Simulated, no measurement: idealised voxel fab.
This is a process module. Its name is voxel capacitor over wiring.
FYI the section here is cut, 180 nm wide, cells are 5 nm squares.
Throughout this document, each cross-section is represented as a grid of square cells and is presented as a sequence of bands enumerated from the top downward, where a band comprises one or more rows of cells.
What a band's entry tells you: where the top is and where the bottom is, as heights in nm, and after that what lies inside, material by material from left to right, each with its width in nm. Empty space is written as the word "empty", and a single material marked with the word "all across" occupies the band from edge to edge.
Where do heights start? At 0: under that level the wafer as delivered is made of one material only. And the lowest band has no floor; it just carries on downward, as in "z 0 and below".
Graded width ("30..40"): value in top row of band = first number; value in bottom row = second number; row-to-row change constant.
What does "nothing different" mean for a step? It means no cell of the cross-section changed in that step.
"Internal closed voids" enumerates empty spaces isolated from the top, with no open way to it, that contain at least 8 cells, giving each as width x height at distance from the left edge, all three in nm.
after a step's settings: what the simulator itself notes on the step
Regarding "overlay nm": on a step with a mask, it is the distance the mask lay to the right of its planned place; a negative value places it to the left.
## Listed below are the process steps as planned
1. RECEIVE (material Si)
2. CONFORMAL_DEP (material SiO2; thk nm 10)
3. DIRECTIONAL_DEP (material TiN; thk nm 5)
4. DIRECTIONAL_DEP (material Ru; thk nm 15)
5. PATTERN (tone cover; mask id METAL_1; material resist; width nm 25; pitch nm 85; thk nm 20; overlay nm 0)
6. DIRECTIONAL_ETCH (etch materials Ru; depth nm 15)
7. DIRECTIONAL_ETCH (etch materials TiN; depth nm 5)
8. STRIP (etch materials resist)
9. CONFORMAL_DEP (material SiCN; thk nm 5)
10. FILL_DEP (material SiO2; thk nm 10)
11. CMP (height nm 30)
12. CONFORMAL_DEP (material SiCN; thk nm 5)
13. DIRECTIONAL_DEP (material SiO2; thk nm 15)
14. DIRECTIONAL_DEP (material aC; thk nm 10)
15. PATTERN (tone open; mask id PLUG_1; material resist; width nm 15; thk nm 25; overlay nm 0)
16. DIRECTIONAL_ETCH (etch materials aC; depth nm 10)
17. STRIP (etch materials resist)
18. DIRECTIONAL_ETCH (etch materials SiO2; depth nm 15)
19. DIRECTIONAL_ETCH (etch materials SiCN; depth nm 5)
20. STRIP (etch materials aC)
21. EPI (material Ru; thk nm 10)
22. EPI (material Ru; thk nm 10)
23. DIRECTIONAL_DEP (material TiN; thk nm 10)
24. DIRECTIONAL_DEP (material SiN; thk nm 5)
25. DIRECTIONAL_DEP (material TiN; thk nm 5)
26. DIRECTIONAL_DEP (material aC; thk nm 15)
27. PATTERN (tone cover; mask id UPPER_PLATE; material resist; width nm 65; thk nm 35; overlay nm 0)
28. DIRECTIONAL_ETCH (etch materials aC; depth nm 15)
29. STRIP (etch materials resist)
30. DIRECTIONAL_ETCH (etch materials TiN; depth nm 5)
31. DIRECTIONAL_ETCH (etch materials SiN; depth nm 5)
32. STRIP (etch materials aC)
33. PATTERN (tone cover; mask id LOWER_PLATE; material resist; width nm 75; thk nm 15; overlay nm 0)
34. DIRECTIONAL_ETCH (etch materials TiN; depth nm 10)
35. STRIP (etch materials resist)
36. FILL_DEP (material SiO2; thk nm 15)
37. CMP (height nm 80)
38. MASKED_ETCH (tone open; mask id PLUG_2; width nm 15; etch materials SiO2; depth nm 10; overlay nm 0)
39. CONFORMAL_DEP (material TiN; thk nm 5)
40. FILL_DEP (material Cu; thk nm 10)
41. CMP (height nm 80)
42. CONFORMAL_DEP (material SiN; thk nm 5)
## First of two wafers - as planned
## Cross-section, incoming material, after step 1
> z 0 and below | Si all across
> Internal closed voids: none
## Sectional view: wafer, after step 2
> z 10 to 0 | SiO2 all across
> Everything under 0 stays put, no change at all.
## Sectional view: wafer, after step 3
> z 15 to 10 | TiN all across
> Everything under 10 stays put, no change at all.
## Sectional view: wafer, after step 4
> z 30 to 15 | Ru all across
> Everything under 15 stays put, no change at all.
## Sectional view: wafer, after step 5
> z 50 to 30 | empty 35 nm; resist 25 nm; empty 60 nm; resist 25 nm; empty 35 nm
> Everything under 30 stays put, no change at all.
## Sectional view: wafer, after step 6
> z 50 to 30 | empty 35 nm; resist 25 nm; empty 60 nm; resist 25 nm; empty 35 nm
> z 30 to 15 | empty 35 nm; Ru 25 nm; empty 60 nm; Ru 25 nm; empty 35 nm
> Everything under 15 stays put, no change at all.
## Sectional view: wafer, after step 7
> z 50 to 30 | empty 35 nm; resist 25 nm; empty 60 nm; resist 25 nm; empty 35 nm
> z 30 to 15 | empty 35 nm; Ru 25 nm; empty 60 nm; Ru 25 nm; empty 35 nm
> z 15 to 10 | empty 35 nm; TiN 25 nm; empty 60 nm; TiN 25 nm; empty 35 nm
> Everything under 10 stays put, no change at all.
## Sectional view: wafer, after step 8
> z 30 to 15 | empty 35 nm; Ru 25 nm; empty 60 nm; Ru 25 nm; empty 35 nm
> Everything under 15 stays put, no change at all.
## Sectional view: wafer, after step 9
> z 35 to 30 | empty 30 nm; SiCN 35 nm; empty 50 nm; SiCN 35 nm; empty 30 nm
> z 30 to 15 | empty 30 nm; SiCN 5 nm; Ru 25 nm; SiCN 5 nm; empty 50 nm; SiCN 5 nm; Ru 25 nm; SiCN 5 nm; empty 30 nm
> z 15 to 10 | SiCN 35 nm; TiN 25 nm; SiCN 60 nm; TiN 25 nm; SiCN 35 nm
> Everything under 10 stays put, no change at all.
## Sectional view: wafer, after step 10
> z 45 to 35 | SiO2 all across
> z 35 to 30 | SiO2 30 nm; SiCN 35 nm; SiO2 50 nm; SiCN 35 nm; SiO2 30 nm
> z 30 to 15 | SiO2 30 nm; SiCN 5 nm; Ru 25 nm; SiCN 5 nm; SiO2 50 nm; SiCN 5 nm; Ru 25 nm; SiCN 5 nm; SiO2 30 nm
> Everything under 15 stays put, no change at all.
## Sectional view: wafer, after step 11
> z 30 to 15 | SiO2 30 nm; SiCN 5 nm; Ru 25 nm; SiCN 5 nm; SiO2 50 nm; SiCN 5 nm; Ru 25 nm; SiCN 5 nm; SiO2 30 nm
> Everything under 15 stays put, no change at all.
## Sectional view: wafer, after step 12
> z 35 to 30 | SiCN all across
> Everything under 30 stays put, no change at all.
## Sectional view: wafer, after step 13
> z 50 to 35 | SiO2 all across
> Everything under 35 stays put, no change at all.
## Sectional view: wafer, after step 14
> z 60 to 50 | aC all across
> Everything under 50 stays put, no change at all.
## Sectional view: wafer, after step 15
> z 85 to 60 | resist 45 nm; empty 15 nm; resist 120 nm
> Everything under 60 stays put, no change at all.
## Sectional view: wafer, after step 16
> z 75 to 60 | resist 45 nm; empty 15 nm; resist 120 nm
> z 60 to 50 | aC 45 nm; empty 15 nm; aC 120 nm
> Everything under 50 stays put, no change at all.
## Sectional view: wafer, after step 17
> z 60 to 50 | aC 45 nm; empty 15 nm; aC 120 nm
> Everything under 50 stays put, no change at all.
## Sectional view: wafer, after step 18
> z 60 to 50 | aC 45 nm; empty 15 nm; aC 120 nm
> z 50 to 35 | SiO2 45 nm; empty 15 nm; SiO2 120 nm
> Everything under 35 stays put, no change at all.
## Sectional view: wafer, after step 19
> z 60 to 50 | aC 45 nm; empty 15 nm; aC 120 nm
> z 50 to 35 | SiO2 45 nm; empty 15 nm; SiO2 120 nm
> z 35 to 30 | SiCN 45 nm; empty 15 nm; SiCN 120 nm
> Everything under 30 stays put, no change at all.
## Sectional view: wafer, after step 20
> z 50 to 35 | SiO2 45 nm; empty 15 nm; SiO2 120 nm
> Everything under 35 stays put, no change at all.
## Sectional view: wafer, after step 21
> z 50 to 40 | SiO2 45 nm; empty 15 nm; SiO2 120 nm
> z 40 to 35 | SiO2 45 nm; Ru 15 nm; SiO2 120 nm
> z 35 to 30 | SiCN 45 nm; Ru 15 nm; SiCN 120 nm
> Everything under 30 stays put, no change at all.
## Sectional view: wafer, after step 22
> z 50 to 35 | SiO2 45 nm; Ru 15 nm; SiO2 120 nm
> Everything under 35 stays put, no change at all.
## Sectional view: wafer, after step 23
> z 60 to 50 | TiN all across
> Everything under 50 stays put, no change at all.
## Sectional view: wafer, after step 24
> z 65 to 60 | SiN all across
> Everything under 60 stays put, no change at all.
## Sectional view: wafer, after step 25
> z 70 to 65 | TiN all across
> Everything under 65 stays put, no change at all.
## Sectional view: wafer, after step 26
> z 85 to 70 | aC all across
> Everything under 70 stays put, no change at all.
## Sectional view: wafer, after step 27
> z 120 to 85 | empty 45 nm; resist 65 nm; empty 70 nm
> Everything under 85 stays put, no change at all.
## Sectional view: wafer, after step 28
> z 105 to 85 | empty 45 nm; resist 65 nm; empty 70 nm
> z 85 to 70 | empty 45 nm; aC 65 nm; empty 70 nm
> Everything under 70 stays put, no change at all.
## Sectional view: wafer, after step 29
> z 85 to 70 | empty 45 nm; aC 65 nm; empty 70 nm
> Everything under 70 stays put, no change at all.
## Sectional view: wafer, after step 30
> z 85 to 70 | empty 45 nm; aC 65 nm; empty 70 nm
> z 70 to 65 | empty 45 nm; TiN 65 nm; empty 70 nm
> Everything under 65 stays put, no change at all.
## Sectional view: wafer, after step 31
> z 85 to 70 | empty 45 nm; aC 65 nm; empty 70 nm
> z 70 to 65 | empty 45 nm; TiN 65 nm; empty 70 nm
> z 65 to 60 | empty 45 nm; SiN 65 nm; empty 70 nm
> Everything under 60 stays put, no change at all.
## Sectional view: wafer, after step 32
> z 70 to 65 | empty 45 nm; TiN 65 nm; empty 70 nm
> Everything under 65 stays put, no change at all.
## Sectional view: wafer, after step 33
> z 85 to 70 | empty 40 nm; resist 75 nm; empty 65 nm
> z 70 to 65 | empty 40 nm; resist 5 nm; TiN 65 nm; resist 5 nm; empty 65 nm
> z 65 to 60 | empty 40 nm; resist 5 nm; SiN 65 nm; resist 5 nm; empty 65 nm
> Everything under 60 stays put, no change at all.
## Sectional view: wafer, after step 34
> z 85 to 70 | empty 40 nm; resist 75 nm; empty 65 nm
> z 70 to 65 | empty 40 nm; resist 5 nm; TiN 65 nm; resist 5 nm; empty 65 nm
> z 65 to 60 | empty 40 nm; resist 5 nm; SiN 65 nm; resist 5 nm; empty 65 nm
> z 60 to 50 | empty 40 nm; TiN 75 nm; empty 65 nm
> Everything under 50 stays put, no change at all.
## Sectional view: wafer, after step 35
> z 70 to 65 | empty 45 nm; TiN 65 nm; empty 70 nm
> z 65 to 60 | empty 45 nm; SiN 65 nm; empty 70 nm
> Everything under 60 stays put, no change at all.
## Sectional view: wafer, after step 36
> z 85 to 70 | SiO2 all across
> z 70 to 65 | SiO2 45 nm; TiN 65 nm; SiO2 70 nm
> z 65 to 60 | SiO2 45 nm; SiN 65 nm; SiO2 70 nm
> z 60 to 50 | SiO2 40 nm; TiN 75 nm; SiO2 65 nm
> Everything under 50 stays put, no change at all.
## Sectional view: wafer, after step 37
> z 80 to 70 | SiO2 all across
> Everything under 70 stays put, no change at all.
## Sectional view: wafer, after step 38
> z 80 to 70 | SiO2 55 nm; empty 15 nm; SiO2 110 nm
> Everything under 70 stays put, no change at all.
## Sectional view: wafer, after step 39
> z 85 to 80 | TiN 60 nm; empty 5 nm; TiN 115 nm
> z 80 to 75 | SiO2 55 nm; TiN 5 nm; empty 5 nm; TiN 5 nm; SiO2 110 nm
> z 75 to 65 | SiO2 55..45 nm; TiN 15..65 nm; SiO2 110..70 nm
> Everything under 65 stays put, no change at all.
## Sectional view: wafer, after step 40
> z 95 to 85 | Cu all across
> z 85 to 80 | TiN 60 nm; Cu 5 nm; TiN 115 nm
> z 80 to 75 | SiO2 55 nm; TiN 5 nm; Cu 5 nm; TiN 5 nm; SiO2 110 nm
> Everything under 75 stays put, no change at all.
## Sectional view: wafer, after step 41
> z 80 to 75 | SiO2 55 nm; TiN 5 nm; Cu 5 nm; TiN 5 nm; SiO2 110 nm
> Everything under 75 stays put, no change at all.
## Sectional view: wafer, after step 42
> z 85 to 80 | SiN all across
> Everything under 80 stays put, no change at all.
## The remaining wafer, second of the two, started like the first and was run to the same plan, except that one mistake was made along the way; the two coincide through step 14, inclusive
## Second wafer, sectioned view, at step 15's planned end time
> z 85 to 60 | empty 45 nm; resist 15 nm; empty 120 nm
> Everything under 60 stays put, no change at all.
## Second wafer, sectioned view, at step 16's planned end time
> z 75 to 60 | empty 45 nm; resist 15 nm; empty 120 nm
> z 60 to 50 | empty 45 nm; aC 15 nm; empty 120 nm
> Everything under 50 stays put, no change at all.
## Second wafer, sectioned view, at step 17's planned end time
> z 60 to 50 | empty 45 nm; aC 15 nm; empty 120 nm
> Everything under 50 stays put, no change at all.
## Second wafer, sectioned view, at step 18's planned end time
> z 60 to 50 | empty 45 nm; aC 15 nm; empty 120 nm
> z 50 to 35 | empty 45 nm; SiO2 15 nm; empty 120 nm
> Everything under 35 stays put, no change at all.
## Second wafer, sectioned view, at step 19's planned end time
> z 60 to 50 | empty 45 nm; aC 15 nm; empty 120 nm
> z 50 to 35 | empty 45 nm; SiO2 15 nm; empty 120 nm
> z 35 to 30 | empty 45 nm; SiCN 15 nm; empty 120 nm
> Everything under 30 stays put, no change at all.
## Second wafer, sectioned view, at step 20's planned end time
> z 50 to 35 | empty 45 nm; SiO2 15 nm; empty 120 nm
> Everything under 35 stays put, no change at all.
## Second wafer, sectioned view, at step 21's planned end time
> z 50 to 40 | empty 45 nm; SiO2 15 nm; empty 120 nm
> z 40 to 35 | empty 25 nm; Ru 20 nm; SiO2 15 nm; empty 50 nm; Ru 45 nm; empty 25 nm
> z 35 to 30 | empty 25 nm; Ru 20 nm; SiCN 15 nm; empty 50 nm; Ru 45 nm; empty 25 nm
> Everything under 30 stays put, no change at all.
## Second wafer, sectioned view, at step 22's planned end time
> z 50 to 35 | empty 15 nm; Ru 30 nm; SiO2 15 nm; empty 40 nm; Ru 65 nm; empty 15 nm
> z 35 to 30 | empty 15 nm; Ru 30 nm; SiCN 15 nm; empty 40 nm; Ru 65 nm; empty 15 nm
> Everything under 30 stays put, no change at all.
## Second wafer, sectioned view, at step 23's planned end time
> z 60 to 50 | empty 15 nm; TiN 45 nm; empty 40 nm; TiN 65 nm; empty 15 nm
> z 50 to 40 | empty 15 nm; Ru 30 nm; SiO2 15 nm; empty 40 nm; Ru 65 nm; empty 15 nm
> z 40 to 35 | TiN 15 nm; Ru 30 nm; SiO2 15 nm; TiN 40 nm; Ru 65 nm; TiN 15 nm
> z 35 to 30 | TiN 15 nm; Ru 30 nm; SiCN 15 nm; TiN 40 nm; Ru 65 nm; TiN 15 nm
> Everything under 30 stays put, no change at all.
## Second wafer, sectioned view, at step 24's planned end time
> z 65 to 60 | empty 15 nm; SiN 45 nm; empty 40 nm; SiN 65 nm; empty 15 nm
> z 60 to 50 | empty 15 nm; TiN 45 nm; empty 40 nm; TiN 65 nm; empty 15 nm
> z 50 to 45 | empty 15 nm; Ru 30 nm; SiO2 15 nm; empty 40 nm; Ru 65 nm; empty 15 nm
> z 45 to 40 | SiN 15 nm; Ru 30 nm; SiO2 15 nm; SiN 40 nm; Ru 65 nm; SiN 15 nm
> Everything under 40 stays put, no change at all.
## Second wafer, sectioned view, at step 25's planned end time
> z 70 to 65 | empty 15 nm; TiN 45 nm; empty 40 nm; TiN 65 nm; empty 15 nm
> z 65 to 60 | empty 15 nm; SiN 45 nm; empty 40 nm; SiN 65 nm; empty 15 nm
> z 60 to 50 | empty 15 nm; TiN 45 nm; empty 40 nm; TiN 65 nm; empty 15 nm
> z 50 to 45 | TiN 15 nm; Ru 30 nm; SiO2 15 nm; TiN 40 nm; Ru 65 nm; TiN 15 nm
> Everything under 45 stays put, no change at all.
## Second wafer, sectioned view, at step 26's planned end time
> z 85 to 70 | empty 15 nm; aC 45 nm; empty 40 nm; aC 65 nm; empty 15 nm
> z 70 to 65 | empty 15 nm; TiN 45 nm; empty 40 nm; TiN 65 nm; empty 15 nm
> z 65 to 60 | aC 15 nm; SiN 45 nm; aC 40 nm; SiN 65 nm; aC 15 nm
> z 60 to 50 | aC 15 nm; TiN 45 nm; aC 40 nm; TiN 65 nm; aC 15 nm
> Everything under 50 stays put, no change at all.
## Second wafer, sectioned view, at step 27's planned end time
> z 120 to 85 | empty 45 nm; resist 65 nm; empty 70 nm
> z 85 to 70 | empty 15 nm; aC 45 nm; resist 40 nm; aC 65 nm; empty 15 nm
> z 70 to 65 | empty 15 nm; TiN 45 nm; resist 40 nm; TiN 65 nm; empty 15 nm
> Everything under 65 stays put, no change at all.
## Second wafer, sectioned view, at step 28's planned end time
> z 105 to 85 | empty 45 nm; resist 65 nm; empty 70 nm
> z 85 to 70 | empty 45 nm; aC 15 nm; resist 40 nm; aC 10 nm; empty 70 nm
> z 70 to 65 | empty 15 nm; TiN 45 nm; resist 40 nm; TiN 65 nm; empty 15 nm
> z 65 to 60 | empty 15 nm; SiN 45 nm; aC 40 nm; SiN 65 nm; empty 15 nm
> z 60 to 50 | empty 15 nm; TiN 45 nm; aC 40 nm; TiN 65 nm; empty 15 nm
> Everything under 50 stays put, no change at all.
## Second wafer, sectioned view, at step 29's planned end time
> z 85 to 70 | empty 45 nm; aC 15 nm; empty 40 nm; aC 10 nm; empty 70 nm
> z 70 to 65 | empty 15 nm; TiN 45 nm; empty 40 nm; TiN 65 nm; empty 15 nm
> Everything under 65 stays put, no change at all.
## Second wafer, sectioned view, at step 30's planned end time
> z 85 to 70 | empty 45 nm; aC 15 nm; empty 40 nm; aC 10 nm; empty 70 nm
> z 70 to 65 | empty 45 nm; TiN 15 nm; empty 40 nm; TiN 10 nm; empty 70 nm
> z 65 to 60 | empty 15 nm; SiN 45 nm; aC 40 nm; SiN 65 nm; empty 15 nm
> z 60 to 50 | empty 15 nm; TiN 45 nm; aC 40 nm; TiN 65 nm; empty 15 nm
> z 50 to 45 | empty 15 nm; Ru 30 nm; SiO2 15 nm; TiN 40 nm; Ru 65 nm; empty 15 nm
> Everything under 45 stays put, no change at all.
## Second wafer, sectioned view, at step 31's planned end time
> z 85 to 70 | empty 45 nm; aC 15 nm; empty 40 nm; aC 10 nm; empty 70 nm
> z 70 to 65 | empty 45 nm; TiN 15 nm; empty 40 nm; TiN 10 nm; empty 70 nm
> z 65 to 60 | empty 45 nm; SiN 15 nm; aC 40 nm; SiN 10 nm; empty 70 nm
> z 60 to 50 | empty 15 nm; TiN 45 nm; aC 40 nm; TiN 65 nm; empty 15 nm
> z 50 to 45 | empty 15 nm; Ru 30 nm; SiO2 15 nm; TiN 40 nm; Ru 65 nm; empty 15 nm
> z 45 to 40 | empty 15 nm; Ru 30 nm; SiO2 15 nm; SiN 40 nm; Ru 65 nm; empty 15 nm
> Everything under 40 stays put, no change at all.
## Second wafer, sectioned view, at step 32's planned end time
> z 70 to 65 | empty 45 nm; TiN 15 nm; empty 40 nm; TiN 10 nm; empty 70 nm
> z 65 to 60 | empty 45 nm; SiN 15 nm; empty 40 nm; SiN 10 nm; empty 70 nm
> z 60 to 50 | empty 15 nm; TiN 45 nm; empty 40 nm; TiN 65 nm; empty 15 nm
> Everything under 50 stays put, no change at all.
## Second wafer, sectioned view, at step 33's planned end time
> z 85 to 70 | empty 40 nm; resist 75 nm; empty 65 nm
> z 70 to 65 | empty 40 nm; resist 5 nm; TiN 15 nm; resist 40 nm; TiN 10 nm; resist 5 nm; empty 65 nm
> z 65 to 60 | empty 40 nm; resist 5 nm; SiN 15 nm; resist 40 nm; SiN 10 nm; resist 5 nm; empty 65 nm
> z 60 to 50 | empty 15 nm; TiN 45 nm; resist 40 nm; TiN 65 nm; empty 15 nm
> Everything under 50 stays put, no change at all.
## Second wafer, sectioned view, at step 34's planned end time
> z 85 to 70 | empty 40 nm; resist 75 nm; empty 65 nm
> z 70 to 65 | empty 40 nm; resist 5 nm; TiN 15 nm; resist 40 nm; TiN 10 nm; resist 5 nm; empty 65 nm
> z 65 to 60 | empty 40 nm; resist 5 nm; SiN 15 nm; resist 40 nm; SiN 10 nm; resist 5 nm; empty 65 nm
> z 60 to 50 | empty 40 nm; TiN 20 nm; resist 40 nm; TiN 15 nm; empty 65 nm
> z 50 to 45 | empty 15 nm; Ru 30 nm; SiO2 15 nm; TiN 40 nm; Ru 65 nm; empty 15 nm
> z 45 to 40 | empty 15 nm; Ru 30 nm; SiO2 15 nm; SiN 40 nm; Ru 65 nm; empty 15 nm
> z 40 to 35 | empty 15 nm; Ru 30 nm; SiO2 15 nm; TiN 40 nm; Ru 65 nm; empty 15 nm
> z 35 to 30 | empty 15 nm; Ru 30 nm; SiCN 15 nm; TiN 40 nm; Ru 65 nm; empty 15 nm
> Everything under 30 stays put, no change at all.
## Second wafer, sectioned view, at step 35's planned end time
> z 70 to 65 | empty 45 nm; TiN 15 nm; empty 40 nm; TiN 10 nm; empty 70 nm
> z 65 to 60 | empty 45 nm; SiN 15 nm; empty 40 nm; SiN 10 nm; empty 70 nm
> z 60 to 50 | empty 40 nm; TiN 20 nm; empty 40 nm; TiN 15 nm; empty 65 nm
> Everything under 50 stays put, no change at all.
## Second wafer, sectioned view, at step 36's planned end time
> z 85 to 70 | SiO2 all across
> z 70 to 65 | SiO2 45 nm; TiN 15 nm; SiO2 40 nm; TiN 10 nm; SiO2 70 nm
> z 65 to 60 | SiO2 45 nm; SiN 15 nm; SiO2 40 nm; SiN 10 nm; SiO2 70 nm
> z 60 to 50 | SiO2 40 nm; TiN 20 nm; SiO2 40 nm; TiN 15 nm; SiO2 65 nm
> z 50 to 45 | SiO2 15 nm; Ru 30 nm; SiO2 15 nm; TiN 40 nm; Ru 65 nm; SiO2 15 nm
> z 45 to 40 | SiO2 15 nm; Ru 30 nm; SiO2 15 nm; SiN 40 nm; Ru 65 nm; SiO2 15 nm
> z 40 to 35 | SiO2 15 nm; Ru 30 nm; SiO2 15 nm; TiN 40 nm; Ru 65 nm; SiO2 15 nm
> z 35 to 30 | SiO2 15 nm; Ru 30 nm; SiCN 15 nm; TiN 40 nm; Ru 65 nm; SiO2 15 nm
> Everything under 30 stays put, no change at all.
## Second wafer, sectioned view, at step 37's planned end time
> z 80 to 70 | SiO2 all across
> Everything under 70 stays put, no change at all.
## Second wafer, sectioned view, at step 38's planned end time
> z 80 to 70 | SiO2 55 nm; empty 15 nm; SiO2 110 nm
> Everything under 70 stays put, no change at all.
## Second wafer, sectioned view, at step 39's planned end time
> z 85 to 80 | TiN 60 nm; empty 5 nm; TiN 115 nm
> z 80 to 75 | SiO2 55 nm; TiN 5 nm; empty 5 nm; TiN 5 nm; SiO2 110 nm
> z 75 to 70 | SiO2 55 nm; TiN 15 nm; SiO2 110 nm
> Everything under 70 stays put, no change at all.
## Second wafer, sectioned view, at step 40's planned end time
> z 95 to 85 | Cu all across
> z 85 to 80 | TiN 60 nm; Cu 5 nm; TiN 115 nm
> z 80 to 75 | SiO2 55 nm; TiN 5 nm; Cu 5 nm; TiN 5 nm; SiO2 110 nm
> Everything under 75 stays put, no change at all.
## Second wafer, sectioned view, at step 41's planned end time
> z 80 to 75 | SiO2 55 nm; TiN 5 nm; Cu 5 nm; TiN 5 nm; SiO2 110 nm
> Everything under 75 stays put, no change at all.
## Second wafer, sectioned view, at step 42's planned end time
> z 85 to 80 | SiN all across
> Everything under 80 stays put, no change at all.
what went wrong: step 15 did not use the planned setting and instead ran as PATTERN (tone cover; mask id PLUG_1; material resist; width nm 15; thk nm 25; overlay nm 0)
Final wafer comparison in cells, second versus first, more or fewer per material: Ru +64, SiCN -30, SiO2 -34
